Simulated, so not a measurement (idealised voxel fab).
The name of this process module is voxel capacitor over wiring.
FYI the section here is cut, 250 nm wide, cells are 5 nm squares.
We lay out every cross-section as a grid of square cells and spell it out in bands from the top down, where one band means one or more rows of cells. The band entry comprises the height of the band's top followed by the height of its bottom, expressed in nm, and subsequently the band's materials from left to right, each stated together with its width in nm. Where a single material is marked with the word "all across", that material fills the band from edge to edge. The word "empty" represents empty space. Below 0: as-received wafer, all one material; heights counted from there. Lowest band: no bottom, goes on down, written "0 nm and below". Per-row width for "30->40": begins at first number (top row of band), ends at second number (bottom row), increment between rows held constant. Where the words "remains unaltered" appear for a step, the cross-section shows no cell changed by that step; every cell remained as before. "Completely sealed voids" enumerates empty spaces isolated from the top, with no open way to it, that contain at least 8 cells, giving each as width x height at distance from the left edge, all three in nm. Whatever follows a step's settings on its line is a remark the simulator itself makes about that step. A step line may carry the setting "overlay nm", which, for steps involving a mask, states the distance by which the mask lay to the right of its intended position; negative values denote displacement to the left. Each pair of cross-sections that follows straddles one process step: the one shows the state before the step, the other the state after it, down to the lowest band that changed and no further. The step in question, and its settings, are given under the pair. Note that a pair is not necessarily a continuation of the pair above it, since pairs can come from different runs of this module on the same starting wafer; it is a continuation only where its entry headed "Pre-step snapshot" says so.
Pre-step snapshot
	115 nm to 95 nm: empty: 75 / resist: 75 / empty: 100
	95 nm to 85 nm: empty: 75 / TiN: 25 / resist: 50 / empty: 100
	85 nm to 80 nm: empty: 65 / SiN: 35 / TiN: 50 / empty: 100
	80 nm to 75 nm: empty: 65 / TiN: 85 / empty: 100
	75 nm to 70 nm: SiN: 65 / TiN: 35 / SiN: 150
	70 nm to 60 nm: TiN: 65 / Ru: 35 / TiN: 150
	60 nm to 45 nm: SiO2: 75 / Ru: 15 / SiO2: 160
	45 nm to 40 nm: SiCN: 75 / Ru: 15 / SiCN: 160
	40 nm to 35 nm: SiCN: 65 / Ru: 30 / SiCN: 60 / Ru: 30 / SiCN: 65
	35 nm to 15 nm: lowk: 70 / TiN: 5 / Ru: 10 / TiN: 5 / lowk: 70 / TiN: 5 / Ru: 10 / TiN: 5 / lowk: 70
	15 nm to 10 nm: SiN: 70 / TiN: 20 / SiN: 70 / TiN: 20 / SiN: 70
	10 nm to 0 nm: SiO2 all across
	0 nm and below: Si all across
	Completely sealed voids: none
Post-Process View
	115 nm to 95 nm: empty: 75 / resist: 75 / empty: 100
	95 nm to 85 nm: empty: 75 / TiN: 25 / resist: 50 / empty: 100
	85 nm to 80 nm: empty: 75 / SiN: 25 / TiN: 50 / empty: 100
	80 nm to 75 nm: empty: 65 / TiN: 85 / empty: 100
	75 nm to 70 nm: empty: 65 / TiN: 35 / SiN: 50 / empty: 100
	Below 70, no change.
	Completely sealed voids: none
Formally, the process step situated between the two cross-sections above is DIRECTIONAL_ETCH: etch materials SiN, depth nm 5
Pre-step snapshot: the state before this step is the cross-section shown after the step in the pair just above.
Post-Process View
	95 nm to 85 nm: empty: 75 / TiN: 25 / empty: 150
	Below 85, no change.
	Completely sealed voids: none
Formally, the process step situated between the two cross-sections above is STRIP: etch materials resist
Pre-step snapshot: the state before this step is the cross-section shown after the step in the pair just above.
Post-Process View
	110 nm to 95 nm: empty: 70 / resist: 85 / empty: 95
	95 nm to 85 nm: empty: 70 / resist: 5 / TiN: 25 / resist: 55 / empty: 95
	85 nm to 80 nm: empty: 70 / resist: 5 / SiN: 25 / TiN: 50 / resist: 5 / empty: 95
	80 nm to 75 nm: empty: 65 / TiN: 85 / resist: 5 / empty: 95
	75 nm to 70 nm: empty: 65 / TiN: 35 / SiN: 50 / resist: 5 / empty: 95
	Below 70, no change.
	Completely sealed voids: none
Formally, the process step situated between the two cross-sections above is PATTERN: tone cover, mask id LOWER_PLATE, material resist, width nm 85, thk nm 15, overlay nm 0
Pre-step snapshot: the state before this step is the cross-section shown after the step in the pair just above.
Post-Process View
	110 nm to 95 nm: empty: 70 / resist: 85 / empty: 95
	95 nm to 85 nm: empty: 70 / resist: 5 / TiN: 25 / resist: 55 / empty: 95
	85 nm to 80 nm: empty: 70 / resist: 5 / SiN: 25 / TiN: 50 / resist: 5 / empty: 95
	80 nm to 75 nm: empty: 70 / TiN: 80 / resist: 5 / empty: 95
	75 nm to 70 nm: empty: 70 / TiN: 30 / SiN: 50 / resist: 5 / empty: 95
	70 nm to 60 nm: empty: 65 / Ru: 35 / TiN: 55 / empty: 95
	Below 60, no change.
	Completely sealed voids: none
Formally, the process step situated between the two cross-sections above is DIRECTIONAL_ETCH: etch materials TiN, depth nm 10
Pre-step snapshot: the state before this step is the cross-section shown after the step in the pair just above.
Post-Process View
	95 nm to 85 nm: empty: 75 / TiN: 25 / empty: 150
	85 nm to 80 nm: empty: 75 / SiN: 25 / TiN: 50 / empty: 100
	80 nm to 75 nm: empty: 70 / TiN: 80 / empty: 100
	75 nm to 70 nm: empty: 70 / TiN: 30 / SiN: 50 / empty: 100
	Below 70, no change.
	Completely sealed voids: none
Formally, the process step situated between the two cross-sections above is STRIP: etch materials resist
Pre-step snapshot: the state before this step is the cross-section shown after the step in the pair just above.
Post-Process View
	110 nm to 95 nm: SiO2 all across
	95 nm to 85 nm: SiO2: 75 / TiN: 25 / SiO2: 150
	85 nm to 80 nm: SiO2: 75 / SiN: 25 / TiN: 50 / SiO2: 100
	80 nm to 75 nm: SiO2: 70 / TiN: 80 / SiO2: 100
	75 nm to 70 nm: SiO2: 70 / TiN: 30 / SiN: 50 / SiO2: 100
	70 nm to 60 nm: SiO2: 65 / Ru: 35 / TiN: 55 / SiO2: 95
	Below 60, no change.
	Completely sealed voids: none
Formally, the process step situated between the two cross-sections above is FILL_DEP: material SiO2, thk nm 15
Pre-step snapshot: the state before this step is the cross-section shown after the step in the pair just above.
Post-Process View
	95 nm to 85 nm: SiO2: 75 / TiN: 25 / SiO2: 150
	Below 85, no change.
	Completely sealed voids: none
Formally, the process step situated between the two cross-sections above is CMP: height nm 95
Pre-step snapshot: the state before this step is the cross-section shown after the step in the pair just above.
Post-Process View
	110 nm to 95 nm: resist: 85 / empty: 15 / resist: 150
	Below 95, no change.
	Completely sealed voids: none
Formally, the process step situated between the two cross-sections above is PATTERN: tone open, mask id PLUG_2, material resist, width nm 15, thk nm 15, overlay nm 0
Pre-step snapshot: the state before this step is the cross-section shown after the step in the pair just above.
Post-Process View
	95 nm to 85 nm: SiO2: 75 / TiN: 25 / SiO2: 150
	Below 85, no change.
	Completely sealed voids: none
Formally, the process step situated between the two cross-sections above is STRIP: etch materials resist
Pre-step snapshot: the state before this step is the cross-section shown after the step in the pair just above.
Post-Process View
	100 nm to 95 nm: TiN all across
	Below 95, no change.
	Completely sealed voids: none
Formally, the process step situated between the two cross-sections above is CONFORMAL_DEP: material TiN, thk nm 5
Pre-step snapshot: the state before this step is the cross-section shown after the step in the pair just above.
Post-Process View
	105 nm to 100 nm: Ru all across
	Below 100, no change.
	Completely sealed voids: none
Formally, the process step situated between the two cross-sections above is FILL_DEP: material Ru, thk nm 5
Pre-step snapshot: the state before this step is the cross-section shown after the step in the pair just above.
Post-Process View
	95 nm to 85 nm: SiO2: 75 / TiN: 25 / SiO2: 150
	Below 85, no change.
	Completely sealed voids: none
Formally, the process step situated between the two cross-sections above is CMP: height nm 95
Pre-step snapshot: the state before this step is the cross-section shown after the step in the pair just above.
Post-Process View
	100 nm to 95 nm: SiN all across
	Below 95, no change.
	Completely sealed voids: none
Formally, the process step situated between the two cross-sections above is CONFORMAL_DEP: material SiN, thk nm 5
Pre-step snapshot
	10 nm to 0 nm: SiO2 all across
	0 nm and below: Si all across
	Completely sealed voids: none
Post-Process View
	30 nm to 10 nm: lowk all across
	Below 10, no change.
	Completely sealed voids: none
Formally, the process step situated between the two cross-sections above is DIRECTIONAL_DEP: material lowk, thk nm 20
Pre-step snapshot: the state before this step is the cross-section shown after the step in the pair just above.
Post-Process View
	35 nm to 30 nm: SiN all across
	Below 30, no change.
	Completely sealed voids: none
Formally, the process step situated between the two cross-sections above is CONFORMAL_DEP: material SiN, thk nm 5
Pre-step snapshot: the state before this step is the cross-section shown after the step in the pair just above.
Post-Process View
	50 nm to 35 nm: resist: 70 / empty: 20 / resist: 70 / empty: 20 / resist: 70
	Below 35, no change.
	Completely sealed voids: none
Formally, the process step situated between the two cross-sections above is PATTERN: tone open, mask id METAL_1, material resist, width nm 20, pitch nm 90, thk nm 15, overlay nm 0
Pre-step snapshot: the state before this step is the cross-section shown after the step in the pair just above.
Post-Process View
	50 nm to 35 nm: resist: 70 / empty: 20 / resist: 70 / empty: 20 / resist: 70
	35 nm to 30 nm: SiN: 70 / empty: 20 / SiN: 70 / empty: 20 / SiN: 70
	Below 30, no change.
	Completely sealed voids: none
Formally, the process step situated between the two cross-sections above is DIRECTIONAL_ETCH: etch materials SiN, depth nm 5
Pre-step snapshot: the state before this step is the cross-section shown after the step in the pair just above.
Post-Process View
	35 nm to 30 nm: SiN: 70 / empty: 20 / SiN: 70 / empty: 20 / SiN: 70
	Below 30, no change.
	Completely sealed voids: none
Formally, the process step situated between the two cross-sections above is STRIP: etch materials resist
Pre-step snapshot: the state before this step is the cross-section shown after the step in the pair just above.
Post-Process View
	40 nm to 35 nm: TiN: 75 / empty: 10 / TiN: 80 / empty: 10 / TiN: 75
	35 nm to 30 nm: SiN: 70 / TiN: 20 / SiN: 70 / TiN: 20 / SiN: 70
	Below 30, no change.
	Completely sealed voids: none
Formally, the process step situated between the two cross-sections above is CONFORMAL_DEP: material TiN, thk nm 5
Pre-step snapshot: the state before this step is the cross-section shown after the step in the pair just above.
Post-Process View
	50 nm to 40 nm: Ru all across
	40 nm to 35 nm: TiN: 75 / Ru: 10 / TiN: 80 / Ru: 10 / TiN: 75
	Below 35, no change.
	Completely sealed voids: none
Formally, the process step situated between the two cross-sections above is FILL_DEP: material Ru, thk nm 10
Pre-step snapshot: the state before this step is the cross-section shown after the step in the pair just above.
Post-Process View
	35 nm to 30 nm: SiN: 70 / TiN: 20 / SiN: 70 / TiN: 20 / SiN: 70
	Below 30, no change.
	Completely sealed voids: none
Formally, the process step situated between the two cross-sections above is CMP: height nm 35
Pre-step snapshot: the state before this step is the cross-section shown after the step in the pair just above.
Post-Process View
	40 nm to 35 nm: empty: 65 / Ru: 30 / empty: 60 / Ru: 30 / empty: 65
	Below 35, no change.
	Completely sealed voids: none
Formally, the process step situated between the two cross-sections above is EPI: material Ru, thk nm 5
Pre-step snapshot: the state before this step is the cross-section shown after the step in the pair just above.
Post-Process View
	45 nm to 40 nm: SiCN all across
	40 nm to 35 nm: SiCN: 65 / Ru: 30 / SiCN: 60 / Ru: 30 / SiCN: 65
	Below 35, no change.
	Completely sealed voids: none
Formally, the process step situated between the two cross-sections above is FILL_DEP: material SiCN, thk nm 5
Pre-step snapshot: the state before this step is the cross-section shown after the step in the pair just above.
Post-Process View
	60 nm to 45 nm: SiO2 all across
	Below 45, no change.
	Completely sealed voids: none
Formally, the process step situated between the two cross-sections above is DIRECTIONAL_DEP: material SiO2, thk nm 15
Pre-step snapshot: the state before this step is the cross-section shown after the step in the pair just above.
Post-Process View
	75 nm to 60 nm: resist: 75 / empty: 15 / resist: 160
	Below 60, no change.
	Completely sealed voids: none
Formally, the process step situated between the two cross-sections above is PATTERN: tone open, mask id PLUG_1, material resist, width nm 15, thk nm 15, overlay nm 0
Pre-step snapshot: the state before this step is the cross-section shown after the step in the pair just above.
Post-Process View
	75 nm to 60 nm: resist: 75 / empty: 15 / resist: 160
	60 nm to 45 nm: SiO2: 75 / empty: 15 / SiO2: 160
	Below 45, no change.
	Completely sealed voids: none
Formally, the process step situated between the two cross-sections above is DIRECTIONAL_ETCH: etch materials SiO2, depth nm 15
Pre-step snapshot: the state before this step is the cross-section shown after the step in the pair just above.
Post-Process View
	75 nm to 60 nm: resist: 75 / empty: 15 / resist: 160
	60 nm to 45 nm: SiO2: 75 / empty: 15 / SiO2: 160
	45 nm to 40 nm: SiCN: 75 / empty: 15 / SiCN: 160
	Below 40, no change.
	Completely sealed voids: none
Formally, the process step situated between the two cross-sections above is DIRECTIONAL_ETCH: etch materials SiCN, depth nm 5
Pre-step snapshot: the state before this step is the cross-section shown after the step in the pair just above.
Post-Process View
	60 nm to 45 nm: SiO2: 75 / empty: 15 / SiO2: 160
	Below 45, no change.
	Completely sealed voids: none
Formally, the process step situated between the two cross-sections above is STRIP: etch materials resist
Pre-step snapshot: the state before this step is the cross-section shown after the step in the pair just above.
Post-Process View
	60 nm to 50 nm: SiO2: 75 / empty: 15 / SiO2: 160
	50 nm to 45 nm: SiO2: 75 / Ru: 15 / SiO2: 160
	45 nm to 40 nm: SiCN: 75 / Ru: 15 / SiCN: 160
	Below 40, no change.
	Completely sealed voids: none
Formally, the process step situated between the two cross-sections above is EPI: material Ru, thk nm 10
Pre-step snapshot: the state before this step is the cross-section shown after the step in the pair just above.
Post-Process View
	60 nm to 45 nm: SiO2: 75 / Ru: 15 / SiO2: 160
	Below 45, no change.
	Completely sealed voids: none
Formally, the process step situated between the two cross-sections above is EPI: material Ru, thk nm 10
Pre-step snapshot: the state before this step is the cross-section shown after the step in the pair just above.
Post-Process View
	70 nm to 60 nm: TiN all across
	Below 60, no change.
	Completely sealed voids: none
Formally, the process step situated between the two cross-sections above is DIRECTIONAL_DEP: material TiN, thk nm 10
Pre-step snapshot: the state before this step is the cross-section shown after the step in the pair just above.
Post-Process View
	75 nm to 70 nm: SiN all across
	Below 70, no change.
	Completely sealed voids: none
Formally, the process step situated between the two cross-sections above is DIRECTIONAL_DEP: material SiN, thk nm 5
Pre-step snapshot: the state before this step is the cross-section shown after the step in the pair just above.
Post-Process View
	85 nm to 75 nm: TiN all across
	Below 75, no change.
	Completely sealed voids: none
Formally, the process step situated between the two cross-sections above is DIRECTIONAL_DEP: material TiN, thk nm 10
Pre-step snapshot: the state before this step is the cross-section shown after the step in the pair just above.
Post-Process View
	105 nm to 85 nm: empty: 75 / resist: 75 / empty: 100
	Below 85, no change.
	Completely sealed voids: none
Formally, the process step situated between the two cross-sections above is PATTERN: tone cover, mask id UPPER_PLATE, material resist, width nm 75, thk nm 20, overlay nm 0
Pre-step snapshot: the state before this step is the cross-section shown after the step in the pair just above.
Post-Process View
	105 nm to 85 nm: empty: 75 / resist: 75 / empty: 100
	85 nm to 75 nm: empty: 75 / TiN: 75 / empty: 100
	Below 75, no change.
	Completely sealed voids: none
Formally, the process step situated between the two cross-sections above is DIRECTIONAL_ETCH: etch materials TiN, depth nm 10
Pre-step snapshot: the state before this step is the cross-section shown after the step in the pair just above.
Post-Process View
	105 nm to 85 nm: empty: 75 / resist: 75 / empty: 100
	85 nm to 75 nm: empty: 75 / TiN: 75 / empty: 100
	75 nm to 70 nm: empty: 75 / SiN: 75 / empty: 100
	Below 70, no change.
	Completely sealed voids: none
Formally, the process step situated between the two cross-sections above is DIRECTIONAL_ETCH: etch materials SiN, depth nm 5
Pre-step snapshot: the state before this step is the cross-section shown after the step in the pair just above.
Post-Process View
	85 nm to 75 nm: empty: 75 / TiN: 75 / empty: 100
	Below 75, no change.
	Completely sealed voids: none
Formally, the process step situated between the two cross-sections above is STRIP: etch materials resist
Pre-step snapshot: the state before this step is the cross-section shown after the step in the pair just above.
Post-Process View
	100 nm to 85 nm: empty: 70 / resist: 85 / empty: 95
	85 nm to 75 nm: empty: 70 / resist: 5 / TiN: 75 / resist: 5 / empty: 95
	75 nm to 70 nm: empty: 70 / resist: 5 / SiN: 75 / resist: 5 / empty: 95
	Below 70, no change.
	Completely sealed voids: none
Formally, the process step situated between the two cross-sections above is PATTERN: tone cover, mask id LOWER_PLATE, material resist, width nm 85, thk nm 15, overlay nm 0
Pre-step snapshot: the state before this step is the cross-section shown after the step in the pair just above.
Post-Process View
	100 nm to 85 nm: empty: 70 / resist: 85 / empty: 95
	85 nm to 75 nm: empty: 70 / resist: 5 / TiN: 75 / resist: 5 / empty: 95
	75 nm to 70 nm: empty: 70 / resist: 5 / SiN: 75 / resist: 5 / empty: 95
	70 nm to 60 nm: empty: 70 / TiN: 85 / empty: 95
	Below 60, no change.
	Completely sealed voids: none
Formally, the process step situated between the two cross-sections above is DIRECTIONAL_ETCH: etch materials TiN, depth nm 10
Pre-step snapshot: the state before this step is the cross-section shown after the step in the pair just above.
Post-Process View
	85 nm to 75 nm: empty: 75 / TiN: 75 / empty: 100
	75 nm to 70 nm: empty: 75 / SiN: 75 / empty: 100
	Below 70, no change.
	Completely sealed voids: none
Formally, the process step situated between the two cross-sections above is STRIP: etch materials resist
Pre-step snapshot: the state before this step is the cross-section shown after the step in the pair just above.
Post-Process View
	100 nm to 85 nm: SiO2 all across
	85 nm to 75 nm: SiO2: 75 / TiN: 75 / SiO2: 100
	75 nm to 70 nm: SiO2: 75 / SiN: 75 / SiO2: 100
	70 nm to 60 nm: SiO2: 70 / TiN: 85 / SiO2: 95
	Below 60, no change.
	Completely sealed voids: none
Formally, the process step situated between the two cross-sections above is FILL_DEP: material SiO2, thk nm 15
Pre-step snapshot: the state before this step is the cross-section shown after the step in the pair just above.
Post-Process View
	95 nm to 85 nm: SiO2 all across
	Below 85, no change.
	Completely sealed voids: none
Formally, the process step situated between the two cross-sections above is CMP: height nm 95
Pre-step snapshot: the state before this step is the cross-section shown after the step in the pair just above.
Post-Process View
	110 nm to 95 nm: resist: 85 / empty: 15 / resist: 150
	Below 95, no change.
	Completely sealed voids: none
Formally, the process step situated between the two cross-sections above is PATTERN: tone open, mask id PLUG_2, material resist, width nm 15, thk nm 15, overlay nm 0
Pre-step snapshot: the state before this step is the cross-section shown after the step in the pair just above.
Post-Process View
	110 nm to 95 nm: resist: 85 / empty: 15 / resist: 150
	95 nm to 85 nm: SiO2: 85 / empty: 15 / SiO2: 150
	Below 85, no change.
	Completely sealed voids: none
Formally, the process step situated between the two cross-sections above is DIRECTIONAL_ETCH: etch materials SiO2, depth nm 10
Pre-step snapshot: the state before this step is the cross-section shown after the step in the pair just above.
Post-Process View
	95 nm to 85 nm: SiO2: 85 / empty: 15 / SiO2: 150
	Below 85, no change.
	Completely sealed voids: none
Formally, the process step situated between the two cross-sections above is STRIP: etch materials resist
Pre-step snapshot: the state before this step is the cross-section shown after the step in the pair just above.
Post-Process View
	100 nm to 95 nm: TiN: 90 / empty: 5 / TiN: 155
	95 nm to 90 nm: SiO2: 85 / TiN: 5 / empty: 5 / TiN: 5 / SiO2: 150
	90 nm to 85 nm: SiO2: 85 / TiN: 15 / SiO2: 150
	Below 85, no change.
	Completely sealed voids: none
Formally, the process step situated between the two cross-sections above is CONFORMAL_DEP: material TiN, thk nm 5
Pre-step snapshot: the state before this step is the cross-section shown after the step in the pair just above.
Post-Process View
	105 nm to 100 nm: Ru all across
	100 nm to 95 nm: TiN: 90 / Ru: 5 / TiN: 155
	95 nm to 90 nm: SiO2: 85 / TiN: 5 / Ru: 5 / TiN: 5 / SiO2: 150
	Below 90, no change.
	Completely sealed voids: none
Formally, the process step situated between the two cross-sections above is FILL_DEP: material Ru, thk nm 5
Pre-step snapshot: the state before this step is the cross-section shown after the step in the pair just above.
Post-Process View
	95 nm to 90 nm: SiO2: 85 / TiN: 5 / Ru: 5 / TiN: 5 / SiO2: 150
	Below 90, no change.
	Completely sealed voids: none
Formally, the process step situated between the two cross-sections above is CMP: height nm 95
Pre-step snapshot: the state before this step is the cross-section shown after the step in the pair just above.
Post-Process View
	100 nm to 95 nm: SiN all across
	Below 95, no change.
	Completely sealed voids: none
Formally, the process step situated between the two cross-sections above is CONFORMAL_DEP: material SiN, thk nm 5
Pre-step snapshot
	95 nm to 90 nm: SiO2: 85 / TiN: 5 / Ru: 5 / TiN: 5 / SiO2: 150
	90 nm to 85 nm: SiO2: 85 / TiN: 15 / SiO2: 150
	85 nm to 75 nm: SiO2: 75 / TiN: 75 / SiO2: 100
	75 nm to 70 nm: SiO2: 75 / SiN: 75 / SiO2: 100
	70 nm to 60 nm: SiO2: 70 / TiN: 85 / SiO2: 95
	60 nm to 45 nm: SiO2: 75 / Ru: 15 / SiO2: 160
	45 nm to 40 nm: SiCN: 75 / Ru: 15 / SiCN: 160
	40 nm to 35 nm: SiCN: 65 / Ru: 30 / SiCN: 60 / Ru: 30 / SiCN: 65
	35 nm to 15 nm: lowk: 70 / TiN: 5 / Ru: 10 / TiN: 5 / lowk: 70 / TiN: 5 / Ru: 10 / TiN: 5 / lowk: 70
	15 nm to 10 nm: SiN: 70 / TiN: 20 / SiN: 70 / TiN: 20 / SiN: 70
	10 nm to 0 nm: SiO2 all across
	0 nm and below: Si all across
	Completely sealed voids: none
Post-Process View
	110 nm to 95 nm: SiN all across
	Below 95, no change.
	Completely sealed voids: none
Formally, the process step situated between the two cross-sections above is CONFORMAL_DEP: material SiN, thk nm 15
Pre-step snapshot
	85 nm to 75 nm: empty: 75 / TiN: 75 / empty: 100
	75 nm to 70 nm: empty: 75 / SiN: 75 / empty: 100
	70 nm to 60 nm: TiN all across
	60 nm to 45 nm: SiO2: 75 / Ru: 15 / SiO2: 160
	45 nm to 40 nm: SiCN: 75 / Ru: 15 / SiCN: 160
	40 nm to 35 nm: SiCN: 65 / Ru: 30 / SiCN: 60 / Ru: 30 / SiCN: 65
	35 nm to 15 nm: lowk: 70 / TiN: 5 / Ru: 10 / TiN: 5 / lowk: 70 / TiN: 5 / Ru: 10 / TiN: 5 / lowk: 70
	15 nm to 10 nm: SiN: 70 / TiN: 20 / SiN: 70 / TiN: 20 / SiN: 70
	10 nm to 0 nm: SiO2 all across
	0 nm and below: Si all across
	Completely sealed voids: none
Post-Process View
	100 nm to 85 nm: empty: 65 / resist: 95 / empty: 90
	85 nm to 75 nm: empty: 65 / resist: 10 / TiN: 75 / resist: 10 / empty: 90
	75 nm to 70 nm: empty: 65 / resist: 10 / SiN: 75 / resist: 10 / empty: 90
	Below 70, no change.
	Completely sealed voids: none
Formally, the process step situated between the two cross-sections above is PATTERN: tone cover, mask id LOWER_PLATE, material resist, width nm 95, thk nm 15, overlay nm 0
Pre-step snapshot: the state before this step is the cross-section shown after the step in the pair just above.
Post-Process View
	100 nm to 85 nm: empty: 65 / resist: 95 / empty: 90
	85 nm to 75 nm: empty: 65 / resist: 10 / TiN: 75 / resist: 10 / empty: 90
	75 nm to 70 nm: empty: 65 / resist: 10 / SiN: 75 / resist: 10 / empty: 90
	70 nm to 60 nm: empty: 65 / TiN: 95 / empty: 90
	Below 60, no change.
	Completely sealed voids: none
Formally, the process step situated between the two cross-sections above is DIRECTIONAL_ETCH: etch materials TiN, depth nm 10
Pre-step snapshot: the state before this step is the cross-section shown after the step in the pair just above.
Post-Process View
	85 nm to 75 nm: empty: 75 / TiN: 75 / empty: 100
	75 nm to 70 nm: empty: 75 / SiN: 75 / empty: 100
	Below 70, no change.
	Completely sealed voids: none
Formally, the process step situated between the two cross-sections above is STRIP: etch materials resist
Pre-step snapshot: the state before this step is the cross-section shown after the step in the pair just above.
Post-Process View
	100 nm to 85 nm: SiO2 all across
	85 nm to 75 nm: SiO2: 75 / TiN: 75 / SiO2: 100
	75 nm to 70 nm: SiO2: 75 / SiN: 75 / SiO2: 100
	70 nm to 60 nm: SiO2: 65 / TiN: 95 / SiO2: 90
	Below 60, no change.
	Completely sealed voids: none
Formally, the process step situated between the two cross-sections above is FILL_DEP: material SiO2, thk nm 15
Pre-step snapshot: the state before this step is the cross-section shown after the step in the pair just above.
Post-Process View
	95 nm to 85 nm: SiO2 all across
	Below 85, no change.
	Completely sealed voids: none
Formally, the process step situated between the two cross-sections above is CMP: height nm 95
Pre-step snapshot: the state before this step is the cross-section shown after the step in the pair just above.
Post-Process View
	110 nm to 95 nm: resist: 85 / empty: 15 / resist: 150
	Below 95, no change.
	Completely sealed voids: none
Formally, the process step situated between the two cross-sections above is PATTERN: tone open, mask id PLUG_2, material resist, width nm 15, thk nm 15, overlay nm 0
Pre-step snapshot: the state before this step is the cross-section shown after the step in the pair just above.
Post-Process View
	110 nm to 95 nm: resist: 85 / empty: 15 / resist: 150
	95 nm to 85 nm: SiO2: 85 / empty: 15 / SiO2: 150
	Below 85, no change.
	Completely sealed voids: none
Formally, the process step situated between the two cross-sections above is DIRECTIONAL_ETCH: etch materials SiO2, depth nm 10
Pre-step snapshot: the state before this step is the cross-section shown after the step in the pair just above.
Post-Process View
	95 nm to 85 nm: SiO2: 85 / empty: 15 / SiO2: 150
	Below 85, no change.
	Completely sealed voids: none
Formally, the process step situated between the two cross-sections above is STRIP: etch materials resist
Pre-step snapshot: the state before this step is the cross-section shown after the step in the pair just above.
Post-Process View
	100 nm to 95 nm: TiN: 90 / empty: 5 / TiN: 155
	95 nm to 90 nm: SiO2: 85 / TiN: 5 / empty: 5 / TiN: 5 / SiO2: 150
	90 nm to 85 nm: SiO2: 85 / TiN: 15 / SiO2: 150
	Below 85, no change.
	Completely sealed voids: none
Formally, the process step situated between the two cross-sections above is CONFORMAL_DEP: material TiN, thk nm 5
Pre-step snapshot: the state before this step is the cross-section shown after the step in the pair just above.
Post-Process View
	105 nm to 100 nm: Ru all across
	100 nm to 95 nm: TiN: 90 / Ru: 5 / TiN: 155
	95 nm to 90 nm: SiO2: 85 / TiN: 5 / Ru: 5 / TiN: 5 / SiO2: 150
	Below 90, no change.
	Completely sealed voids: none
Formally, the process step situated between the two cross-sections above is FILL_DEP: material Ru, thk nm 5
Pre-step snapshot: the state before this step is the cross-section shown after the step in the pair just above.
Post-Process View
	95 nm to 90 nm: SiO2: 85 / TiN: 5 / Ru: 5 / TiN: 5 / SiO2: 150
	Below 90, no change.
	Completely sealed voids: none
Formally, the process step situated between the two cross-sections above is CMP: height nm 95
Pre-step snapshot: the state before this step is the cross-section shown after the step in the pair just above.
Post-Process View
	100 nm to 95 nm: SiN all across
	Below 95, no change.
	Completely sealed voids: none
Formally, the process step situated between the two cross-sections above is CONFORMAL_DEP: material SiN, thk nm 5
Pre-step snapshot
	85 nm to 75 nm: empty: 75 / TiN: 75 / empty: 100
	75 nm to 70 nm: empty: 75 / SiN: 75 / empty: 100
	70 nm to 60 nm: TiN all across
	60 nm to 45 nm: SiO2: 75 / Ru: 15 / SiO2: 160
	45 nm to 40 nm: SiCN: 75 / Ru: 15 / SiCN: 160
	40 nm to 35 nm: SiCN: 65 / Ru: 30 / SiCN: 60 / Ru: 30 / SiCN: 65
	35 nm to 15 nm: lowk: 70 / TiN: 5 / Ru: 10 / TiN: 5 / lowk: 70 / TiN: 5 / Ru: 10 / TiN: 5 / lowk: 70
	15 nm to 10 nm: SiN: 70 / TiN: 20 / SiN: 70 / TiN: 20 / SiN: 70
	10 nm to 0 nm: SiO2 all across
	0 nm and below: Si all across
	Completely sealed voids: none
Post-Process View
	100 nm to 85 nm: empty: 75 / resist: 85 / empty: 90
	85 nm to 75 nm: empty: 75 / TiN: 75 / resist: 10 / empty: 90
	75 nm to 70 nm: empty: 75 / SiN: 75 / resist: 10 / empty: 90
	Below 70, no change.
	Completely sealed voids: none
Formally, the process step situated between the two cross-sections above is PATTERN: tone cover, mask id LOWER_PLATE, material resist, width nm 85, thk nm 15, overlay nm 5
Pre-step snapshot: the state before this step is the cross-section shown after the step in the pair just above.
Post-Process View
	100 nm to 85 nm: empty: 75 / resist: 85 / empty: 90
	85 nm to 75 nm: empty: 75 / TiN: 75 / resist: 10 / empty: 90
	75 nm to 70 nm: empty: 75 / SiN: 75 / resist: 10 / empty: 90
	70 nm to 60 nm: empty: 75 / TiN: 85 / empty: 90
	Below 60, no change.
	Completely sealed voids: none
Formally, the process step situated between the two cross-sections above is DIRECTIONAL_ETCH: etch materials TiN, depth nm 10
Pre-step snapshot: the state before this step is the cross-section shown after the step in the pair just above.
Post-Process View
	85 nm to 75 nm: empty: 75 / TiN: 75 / empty: 100
	75 nm to 70 nm: empty: 75 / SiN: 75 / empty: 100
	Below 70, no change.
	Completely sealed voids: none
Formally, the process step situated between the two cross-sections above is STRIP: etch materials resist
Pre-step snapshot: the state before this step is the cross-section shown after the step in the pair just above.
Post-Process View
	100 nm to 85 nm: SiO2 all across
	85 nm to 75 nm: SiO2: 75 / TiN: 75 / SiO2: 100
	75 nm to 70 nm: SiO2: 75 / SiN: 75 / SiO2: 100
	70 nm to 60 nm: SiO2: 75 / TiN: 85 / SiO2: 90
	Below 60, no change.
	Completely sealed voids: none
Formally, the process step situated between the two cross-sections above is FILL_DEP: material SiO2, thk nm 15
Pre-step snapshot: the state before this step is the cross-section shown after the step in the pair just above.
Post-Process View
	95 nm to 85 nm: SiO2 all across
	Below 85, no change.
	Completely sealed voids: none
Formally, the process step situated between the two cross-sections above is CMP: height nm 95
Pre-step snapshot: the state before this step is the cross-section shown after the step in the pair just above.
Post-Process View
	110 nm to 95 nm: resist: 85 / empty: 15 / resist: 150
	Below 95, no change.
	Completely sealed voids: none
Formally, the process step situated between the two cross-sections above is PATTERN: tone open, mask id PLUG_2, material resist, width nm 15, thk nm 15, overlay nm 0
Pre-step snapshot: the state before this step is the cross-section shown after the step in the pair just above.
Post-Process View
	110 nm to 95 nm: resist: 85 / empty: 15 / resist: 150
	95 nm to 85 nm: SiO2: 85 / empty: 15 / SiO2: 150
	Below 85, no change.
	Completely sealed voids: none
Formally, the process step situated between the two cross-sections above is DIRECTIONAL_ETCH: etch materials SiO2, depth nm 10
Pre-step snapshot: the state before this step is the cross-section shown after the step in the pair just above.
Post-Process View
	95 nm to 85 nm: SiO2: 85 / empty: 15 / SiO2: 150
	Below 85, no change.
	Completely sealed voids: none
Formally, the process step situated between the two cross-sections above is STRIP: etch materials resist
Pre-step snapshot: the state before this step is the cross-section shown after the step in the pair just above.
Post-Process View
	100 nm to 95 nm: TiN: 90 / empty: 5 / TiN: 155
	95 nm to 90 nm: SiO2: 85 / TiN: 5 / empty: 5 / TiN: 5 / SiO2: 150
	90 nm to 85 nm: SiO2: 85 / TiN: 15 / SiO2: 150
	Below 85, no change.
	Completely sealed voids: none
Formally, the process step situated between the two cross-sections above is CONFORMAL_DEP: material TiN, thk nm 5
Pre-step snapshot: the state before this step is the cross-section shown after the step in the pair just above.
Post-Process View
	105 nm to 100 nm: Ru all across
	100 nm to 95 nm: TiN: 90 / Ru: 5 / TiN: 155
	95 nm to 90 nm: SiO2: 85 / TiN: 5 / Ru: 5 / TiN: 5 / SiO2: 150
	Below 90, no change.
	Completely sealed voids: none
Formally, the process step situated between the two cross-sections above is FILL_DEP: material Ru, thk nm 5
